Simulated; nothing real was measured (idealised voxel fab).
Process module name: voxel transistor to metal
FYI the section here is cut, 260 nm wide, cells are 5 nm squares.
Each cross-section below is a grid of square cells, stated as bands in top-down order, with one or more rows of cells making up each band.
What a band's entry tells you: where the top is and where the bottom is, as heights in nm, and after that what lies inside, material by material from left to right, each with its width in nm. Empty space is written as the word "air", and a single material marked with the word "all across" occupies the band from edge to edge.
The reference from which all heights are counted is 0, the level beneath which the as-received wafer is entirely one material; the lowest band, having no lower bound, proceeds downward and is written after the example "0..down".
Top row gets the first number, bottom row gets the second, and each row in between changes by the same step: that is how a band width like "30->40" works.
For the purposes of this document, the phrase "all unchanged" attached to a step denotes that no cell within the cross-section was modified by that step.
"Tabulated closed voids" enumerates empty spaces isolated from the top, with no open way to it, that contain at least 8 cells, giving each as width x height at distance from the left edge, all three in nm.
That trailing text on a step's line, after the settings, is the simulator's own remark on the step.
"overlay nm", when on a step's line for a step with a mask, measures how far to the right of its planned place the mask lay; a negative measure means to the left.
Process steps (planned):
1 RECEIVE,material Si
2 CONFORMAL_DEP,material SiO2,thk nm 5
3 CONFORMAL_DEP,material SiN,thk nm 15
4 DIRECTIONAL_DEP,material aC,thk nm 15
5 PATTERN,tone cover,mask id ACTIVE,material resist,width nm 105,pitch nm 125,thk nm 35,overlay nm 0
6 DIRECTIONAL_ETCH,etch materials aC,depth nm 15
7 STRIP,etch materials resist
8 DIRECTIONAL_ETCH,etch materials SiN,depth nm 15
9 DIRECTIONAL_ETCH,etch materials SiO2,depth nm 5
10 DIRECTIONAL_ETCH,etch materials Si,depth nm 30
11 STRIP,etch materials aC
12 FILL_DEP,material SiO2,thk nm 10
13 CMP,height nm 20
14 SELECTIVE_ETCH,etch materials SiO2,depth nm 5
15 STRIP,etch materials SiN
16 SELECTIVE_ETCH,etch materials SiO2,depth nm 5
17 OXIDIZE,depth nm 5
18 DIRECTIONAL_DEP,material polySi,thk nm 25
19 DIRECTIONAL_DEP,material SiCN,thk nm 10
20 MASKED_ETCH,tone cover,mask id GATE,width nm 15,pitch nm 125,etch materials SiCN,depth nm 20,overlay nm 0
21 MASKED_ETCH,tone cover,mask id GATE,width nm 15,pitch nm 125,etch materials polySi,depth nm 35,overlay nm 0
22 CONFORMAL_DEP,material SiN,thk nm 5
23 DIRECTIONAL_ETCH,etch materials SiN,depth nm 5
24 DIRECTIONAL_ETCH,etch materials SiO2,depth nm 5
25 EPI,material nSi,thk nm 5
26 FILL_DEP,material SiO2,thk nm 10
27 CMP,height nm 35
28 DIRECTIONAL_DEP,material SiO2,thk nm 10
29 DIRECTIONAL_DEP,material aC,thk nm 10
30 PATTERN,tone open,mask id CONTACT,material resist,width nm 20,thk nm 25,overlay nm 0
31 DIRECTIONAL_ETCH,etch materials aC,depth nm 10
32 STRIP,etch materials resist
33 DIRECTIONAL_ETCH,etch materials SiO2,depth nm 45
34 STRIP,etch materials aC
35 CONFORMAL_DEP,material TiN,thk nm 5
36 FILL_DEP,material W,thk nm 10
37 CMP,height nm 45
38 DIRECTIONAL_DEP,material TiN,thk nm 5
39 DIRECTIONAL_DEP,material W,thk nm 20
40 MASKED_ETCH,tone cover,mask id METAL_1,width nm 20,etch materials W,depth nm 20,overlay nm 0
41 MASKED_ETCH,tone cover,mask id METAL_1,width nm 20,etch materials TiN,depth nm 5,overlay nm 0
42 FILL_DEP,material lowk,thk nm 5
43 CMP,height nm 70
44 CONFORMAL_DEP,material SiCN,thk nm 5
45 DIRECTIONAL_DEP,material SiO2,thk nm 25
46 PATTERN,tone open,mask id METAL_2,material resist,width nm 20,pitch nm 125,thk nm 15,overlay nm 0
47 DIRECTIONAL_ETCH,etch materials SiO2,depth nm 15
48 STRIP,etch materials resist
49 PATTERN,tone open,mask id METAL_2_HOLES,material resist,width nm 15,pitch nm 125,thk nm 20,overlay nm 0
50 DIRECTIONAL_ETCH,etch materials SiO2,depth nm 10
51 DIRECTIONAL_ETCH,etch materials SiCN,depth nm 5
52 STRIP,etch materials resist
53 CONFORMAL_DEP,material TiN,thk nm 5
54 FILL_DEP,material Ru,thk nm 10
55 CMP,height nm 100
56 CONFORMAL_DEP,material SiN,thk nm 5
This is the cross-section of the wafer as we received it, i.e. after step 1:
- 0..down  Si all across
- Tabulated closed voids: none
End state of the module in cross-section, given the above starting point and plan and one mistake in execution:
- 105..100  SiN all across
- 100..75  SiO2 all across
- 75..70  SiCN all across
- 70..50  lowk (20)  W (20)  lowk (55)  W (20)  lowk (30)  W (20)  lowk (55)  W (20)  lowk (20)
- 50..45  lowk (20)  TiN (20)  lowk (55)  TiN (20)  lowk (30)  TiN (20)  lowk (55)  TiN (20)  lowk (20)
- 45..35  SiO2 (20)  TiN (5)  W (10)  TiN (5)  SiO2 (55)  TiN (5)  W (10)  TiN (5)  SiO2 (30)  TiN (5)  W (10)  TiN (5)  SiO2 (55)  TiN (5)  W (10)  TiN (5)  SiO2 (20)
- 35..25  SiO2 (20)  TiN (5)  W (10)  TiN (5)  SiO2 (15)  SiN (5)  SiCN (15)  SiN (5)  SiO2 (15)  TiN (5)  W (10)  TiN (5)  SiO2 (30)  TiN (5)  W (10)  TiN (5)  SiO2 (15)  SiN (5)  SiCN (15)  SiN (5)  SiO2 (15)  TiN (5)  W (10)  TiN (5)  SiO2 (20)
- 25..10  SiO2 (20)  TiN (5)  W (10)  TiN (5)  SiO2 (15)  SiN (5)  polySi (15)  SiN (5)  SiO2 (15)  TiN (5)  W (10)  TiN (5)  SiO2 (30)  TiN (5)  W (10)  TiN (5)  SiO2 (15)  SiN (5)  polySi (15)  SiN (5)  SiO2 (15)  TiN (5)  W (10)  TiN (5)  SiO2 (20)
- 10..5  SiO2 (10)  SiN (5)  SiO2 (5)  TiN (5)  W (10)  TiN (5)  SiO2 (15)  SiN (5)  polySi (15)  SiN (5)  SiO2 (15)  TiN (5)  W (10)  TiN (5)  SiO2 (5)  SiN (5)  SiO2 (10)  SiN (5)  SiO2 (5)  TiN (5)  W (10)  TiN (5)  SiO2 (15)  SiN (5)  polySi (15)  SiN (5)  SiO2 (15)  TiN (5)  W (10)  TiN (5)  SiO2 (5)  SiN (5)  SiO2 (10)
- 5..0  SiO2 (10)  SiN (5)  SiO2 (5)  TiN (20)  SiO2 (15)  SiN (5)  polySi (15)  SiN (5)  SiO2 (15)  TiN (20)  SiO2 (5)  SiN (5)  SiO2 (10)  SiN (5)  SiO2 (5)  TiN (20)  SiO2 (15)  SiN (5)  polySi (15)  SiN (5)  SiO2 (15)  TiN (20)  SiO2 (5)  SiN (5)  SiO2 (10)
- 0..-5  SiO2 (15)  nSi (40)  SiO2 (25)  nSi (40)  SiO2 (20)  nSi (40)  SiO2 (25)  nSi (40)  SiO2 (15)
- -5..-30  SiO2 (15)  Si (105)  SiO2 (20)  Si (105)  SiO2 (15)
- -30..down  Si all across
- Tabulated closed voids: none
Heads up, the wafer didn't run the way we planned it: step 45 of the plan was twice carried out
